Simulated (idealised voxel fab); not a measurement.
The process module presented herein is designated voxel fin reveal.
The cross-section on display is named cut; it measures 170 nm wide, and its cells are 5 nm squares.
Just so we're on the same page, the cross-sections are grids of square cells, and they're listed out in bands top to bottom, each band one or more rows deep. What a band's entry tells you: where the top is and where the bottom is, as heights in nm, and after that what lies inside, material by material from left to right, each with its width in nm. Empty space is written as the word "empty", and a single material marked with the word "throughout" occupies the band from edge to edge. Heights are reckoned from 0. Under this level, the received wafer is all of one material. The bottommost band is open-ended downward, for example "0 and below". Top row gets the first number, bottom row gets the second, and each row in between changes by the same step: that is how a band width like "30 to 40" works. Where a step carries "nothing altered", the cross-section came out of it unchanged, cell for cell. Each empty space that has no open way to the top and spans at least 8 cells appears under "Sealed internal voids" as width x height at distance, the distance counted from the left edge, all in nm. Anything after a step's settings on that line? It's the simulator's own note about the step. You can add "overlay nm" to a step's line. For a step with a mask, it describes how far the mask lay to the right of its planned position, and a negative number describes a lay to the left.
### Listed below are the process steps as planned
1,RECEIVE [material Si]
2,CONFORMAL_DEP [material SiN] [thk nm 5]
3,MASKED_ETCH [tone cover] [mask id FINS] [width nm 15] [pitch nm 35] [etch materials SiN] [depth nm 5] [overlay nm 0]
4,MASKED_ETCH [tone cover] [mask id FINS] [width nm 15] [pitch nm 35] [etch materials Si] [depth nm 30] [overlay nm 0]
5,OXIDIZE [depth nm 5]
6,FILL_DEP [material SiO2] [thk nm 5]
7,CMP [height nm 5]
8,SELECTIVE_ETCH [etch materials SiO2] [depth nm 20]
9,STRIP [etch materials SiN]
10,CONFORMAL_DEP [material SiO2] [thk nm 5]
### So this is the incoming wafer in cross-section - it's already been through step 1
> 0 and below | Si throughout
> Sealed internal voids: none
### First wafer of two, sectioned at end of module; run went per plan
> 5 down to 0 | 25 nm empty / 15 nm SiO2 / 20 nm empty / 15 nm SiO2 / 20 nm empty / 15 nm SiO2 / 20 nm empty / 15 nm SiO2 / 25 nm empty
> 0 down to -10 | 25 nm empty / 5 nm SiO2 / 5 nm Si / 5 nm SiO2 / 20 nm empty / 5 nm SiO2 / 5 nm Si / 5 nm SiO2 / 20 nm empty / 5 nm SiO2 / 5 nm Si / 5 nm SiO2 / 20 nm empty / 5 nm SiO2 / 5 nm Si / 5 nm SiO2 / 25 nm empty
> -10 down to -35 | 30 nm SiO2 / 5 nm Si / 30 nm SiO2 / 5 nm Si / 30 nm SiO2 / 5 nm Si / 30 nm SiO2 / 5 nm Si / 30 nm SiO2
> -35 and below | Si throughout
> Sealed internal voids: none
### Second wafer of the two, sectioned at the end of the module. It began like the first and followed the same plan, but one mistake was made while running it
> 5 down to 0 | 25 nm empty / 15 nm SiO2 / 20 nm empty / 15 nm SiO2 / 20 nm empty / 15 nm SiO2 / 20 nm empty / 15 nm SiO2 / 25 nm empty
> 0 down to -30 | 25 nm empty / 5 nm SiO2 / 5 nm Si / 5 nm SiO2 / 20 nm empty / 5 nm SiO2 / 5 nm Si / 5 nm SiO2 / 20 nm empty / 5 nm SiO2 / 5 nm Si / 5 nm SiO2 / 20 nm empty / 5 nm SiO2 / 5 nm Si / 5 nm SiO2 / 25 nm empty
> -30 down to -35 | 30 nm SiO2 / 5 nm Si / 30 nm SiO2 / 5 nm Si / 30 nm SiO2 / 5 nm Si / 30 nm SiO2 / 5 nm Si / 30 nm SiO2
> -35 and below | Si throughout
> Sealed internal voids: none
What was the processing mistake? step 8 from the plan got run twice
Final comparison by cell count, materials where the second wafer has more or fewer than the first: 88 fewer of SiO2
